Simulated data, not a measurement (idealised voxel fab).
Documented hereafter: the process module known as voxel released beams.
The figure presents cross-section cut, which has a width of 185 nm and is divided into square cells with an edge length of 5 nm.
How to read a cross-section here: the picture is a grid of square cells, written as bands going from the top down, and any band can span one or more rows of cells.
Read a band's entry like this: the first values are the height of its top and the height of its bottom in nm, and what follows is the sequence of materials from left to right, each with its width in nm. Note that "empty" is empty space, and that a single material marked "everywhere" reaches across the band from edge to edge.
It should be noted that heights are counted from 0, beneath which the wafer as supplied is of one material throughout, and that the lowest band possesses no lower boundary but continues downward, as written in "z 0 and below".
Per-row width for "30..40": begins at first number (top row of band), ends at second number (bottom row), increment between rows held constant.
The designation "same as before", where it is given for a processing step, indicates that no cell of the cross-section was altered in the course of that step.
Empty spaces without an open route to the top, at least 8 cells in extent, make up the entry "Enclosed void entries"; each is given as width x height at distance, where the distance is measured from the left edge, and all are in nm.
Where a step's line continues beyond its settings, the continuation is a remark by the simulator itself on that step.
The "overlay nm" setting may appear on a step's line; for a step that uses a mask, it gives how far to the right of its planned position the mask lay, and a negative value indicates the left.

BELOW IS THE LIST OF PLANNED PROCESS STEPS
1) RECEIVE, material Si
2) CONFORMAL_DEP, material Al2O3, thk nm 5
3) DIRECTIONAL_DEP, material SiO2, thk nm 20
4) MASKED_ETCH, tone open, mask id ANCHOR, width nm 25, etch materials SiO2, depth nm 20, overlay nm 0
5) CONFORMAL_DEP, material SiN, thk nm 10
6) DIRECTIONAL_DEP, material aC, thk nm 15
7) PATTERN, tone cover, mask id BEAM, material resist, width nm 110, thk nm 35, overlay nm 0
8) DIRECTIONAL_ETCH, etch materials aC, depth nm 15
9) STRIP, etch materials resist
10) DIRECTIONAL_ETCH, etch materials SiN, depth nm 10
11) STRIP, etch materials aC
12) STRIP, etch materials SiO2

FIRST OUT OF TWO WAFERS; RUN WENT TO PLAN

RECEIVED-STATE CROSS-SECTION, REFLECTING COMPLETION OF STEP 1
> z 0 and below | Si everywhere
> Enclosed void entries: none

TAKE A LOOK AT THE WAFER'S CROSS-SECTION AFTER STEP 2
> z 5 to 0 | Al2O3 everywhere
> Everything under 0 stays put, no change at all.

TAKE A LOOK AT THE WAFER'S CROSS-SECTION AFTER STEP 3
> z 25 to 5 | SiO2 everywhere
> Everything under 5 stays put, no change at all.

TAKE A LOOK AT THE WAFER'S CROSS-SECTION AFTER STEP 4
> z 25 to 5 | 40 SiO2 | 25 empty | 120 SiO2
> Everything under 5 stays put, no change at all.

TAKE A LOOK AT THE WAFER'S CROSS-SECTION AFTER STEP 5
> z 35 to 25 | 50 SiN | 5 empty | 130 SiN
> z 25 to 15 | 40 SiO2 | 10 SiN | 5 empty | 10 SiN | 120 SiO2
> z 15 to 5 | 40 SiO2 | 25 SiN | 120 SiO2
> Everything under 5 stays put, no change at all.

TAKE A LOOK AT THE WAFER'S CROSS-SECTION AFTER STEP 6
> z 50 to 35 | 50 aC | 5 empty | 130 aC
> z 35 to 30 | 50 SiN | 5 empty | 130 SiN
> z 30 to 25 | 50 SiN | 5 aC | 130 SiN
> z 25 to 15 | 40 SiO2 | 10 SiN | 5 aC | 10 SiN | 120 SiO2
> Everything under 15 stays put, no change at all.

TAKE A LOOK AT THE WAFER'S CROSS-SECTION AFTER STEP 7
> z 85 to 50 | 35 empty | 110 resist | 40 empty
> z 50 to 35 | 50 aC | 5 resist | 130 aC
> z 35 to 30 | 50 SiN | 5 resist | 130 SiN
> Everything under 30 stays put, no change at all.

TAKE A LOOK AT THE WAFER'S CROSS-SECTION AFTER STEP 8
> z 70 to 50 | 35 empty | 110 resist | 40 empty
> z 50 to 35 | 35 empty | 15 aC | 5 resist | 90 aC | 40 empty
> Everything under 35 stays put, no change at all.

TAKE A LOOK AT THE WAFER'S CROSS-SECTION AFTER STEP 9
> z 50 to 35 | 35 empty | 15 aC | 5 empty | 90 aC | 40 empty
> z 35 to 30 | 50 SiN | 5 empty | 130 SiN
> Everything under 30 stays put, no change at all.

TAKE A LOOK AT THE WAFER'S CROSS-SECTION AFTER STEP 10
> z 50 to 35 | 35 empty | 15 aC | 5 empty | 90 aC | 40 empty
> z 35 to 30 | 35 empty | 15 SiN | 5 empty | 90 SiN | 40 empty
> z 30 to 25 | 35 empty | 15 SiN | 5 aC | 90 SiN | 40 empty
> Everything under 25 stays put, no change at all.

TAKE A LOOK AT THE WAFER'S CROSS-SECTION AFTER STEP 11
> z 35 to 25 | 35 empty | 15 SiN | 5 empty | 90 SiN | 40 empty
> z 25 to 15 | 40 SiO2 | 10 SiN | 5 empty | 10 SiN | 120 SiO2
> Everything under 15 stays put, no change at all.

TAKE A LOOK AT THE WAFER'S CROSS-SECTION AFTER STEP 12
> z 35 to 25 | 35 empty | 15 SiN | 5 empty | 90 SiN | 40 empty
> z 25 to 15 | 40 empty | 10 SiN | 5 empty | 10 SiN | 120 empty
> z 15 to 5 | 40 empty | 25 SiN | 120 empty
> Everything under 5 stays put, no change at all.

FOR THE SECOND WAFER, TAKE THE FIRST WAFER'S START AND PLAN, THEN ADD ONE MISTAKE MADE IN RUNNING IT; EVERYTHING THROUGH STEP 3, THAT STEP INCLUDED, IS SHARED WITH THE FIRST

THE SECOND WAFER CUT THROUGH, AT THE TIME STEP 4 WAS SUPPOSED TO BE FINISHED
> z 25 to 5 | 40 empty | 25 SiO2 | 120 empty
> Everything under 5 stays put, no change at all.

THE SECOND WAFER CUT THROUGH, AT THE TIME STEP 5 WAS SUPPOSED TO BE FINISHED
> z 35 to 25 | 30 empty | 45 SiN | 110 empty
> z 25 to 15 | 30 empty | 10 SiN | 25 SiO2 | 10 SiN | 110 empty
> z 15 to 5 | 40 SiN | 25 SiO2 | 120 SiN
> Everything under 5 stays put, no change at all.

THE SECOND WAFER CUT THROUGH, AT THE TIME STEP 6 WAS SUPPOSED TO BE FINISHED
> z 50 to 35 | 30 empty | 45 aC | 110 empty
> z 35 to 30 | 30 empty | 45 SiN | 110 empty
> z 30 to 25 | 30 aC | 45 SiN | 110 aC
> z 25 to 15 | 30 aC | 10 SiN | 25 SiO2 | 10 SiN | 110 aC
> Everything under 15 stays put, no change at all.

THE SECOND WAFER CUT THROUGH, AT THE TIME STEP 7 WAS SUPPOSED TO BE FINISHED
> z 85 to 50 | 35 empty | 110 resist | 40 empty
> z 50 to 35 | 30 empty | 45 aC | 70 resist | 40 empty
> z 35 to 30 | 30 empty | 45 SiN | 70 resist | 40 empty
> Everything under 30 stays put, no change at all.

THE SECOND WAFER CUT THROUGH, AT THE TIME STEP 8 WAS SUPPOSED TO BE FINISHED
> z 70 to 50 | 35 empty | 110 resist | 40 empty
> z 50 to 35 | 35 empty | 40 aC | 70 resist | 40 empty
> z 35 to 30 | 30 empty | 45 SiN | 70 resist | 40 empty
> z 30 to 25 | 30 empty | 45 SiN | 70 aC | 40 empty
> z 25 to 15 | 30 empty | 10 SiN | 25 SiO2 | 10 SiN | 70 aC | 40 empty
> Everything under 15 stays put, no change at all.

THE SECOND WAFER CUT THROUGH, AT THE TIME STEP 9 WAS SUPPOSED TO BE FINISHED
> z 50 to 35 | 35 empty | 40 aC | 110 empty
> z 35 to 30 | 30 empty | 45 SiN | 110 empty
> Everything under 30 stays put, no change at all.

THE SECOND WAFER CUT THROUGH, AT THE TIME STEP 10 WAS SUPPOSED TO BE FINISHED
> z 50 to 35 | 35 empty | 40 aC | 110 empty
> z 35 to 30 | 35 empty | 40 SiN | 110 empty
> z 30 to 25 | 35 empty | 40 SiN | 70 aC | 40 empty
> z 25 to 15 | 30 empty | 10 SiN | 25 SiO2 | 10 SiN | 70 aC | 40 empty
> z 15 to 5 | 30 empty | 10 SiN | 25 SiO2 | 80 SiN | 40 empty
> Everything under 5 stays put, no change at all.

THE SECOND WAFER CUT THROUGH, AT THE TIME STEP 11 WAS SUPPOSED TO BE FINISHED
> z 35 to 25 | 35 empty | 40 SiN | 110 empty
> z 25 to 15 | 30 empty | 10 SiN | 25 SiO2 | 10 SiN | 110 empty
> Everything under 15 stays put, no change at all.

The second wafer cut through, at the time step 12 was supposed to be finished: same as before
Misprocessing identified: planned and actual differ for step 4; actual: MASKED_ETCH, tone cover, mask id ANCHOR, width nm 25, etch materials SiO2, depth nm 20, overlay nm 0
End of process, cell counts, second wafer against first, materials with more or fewer: +20 SiO2
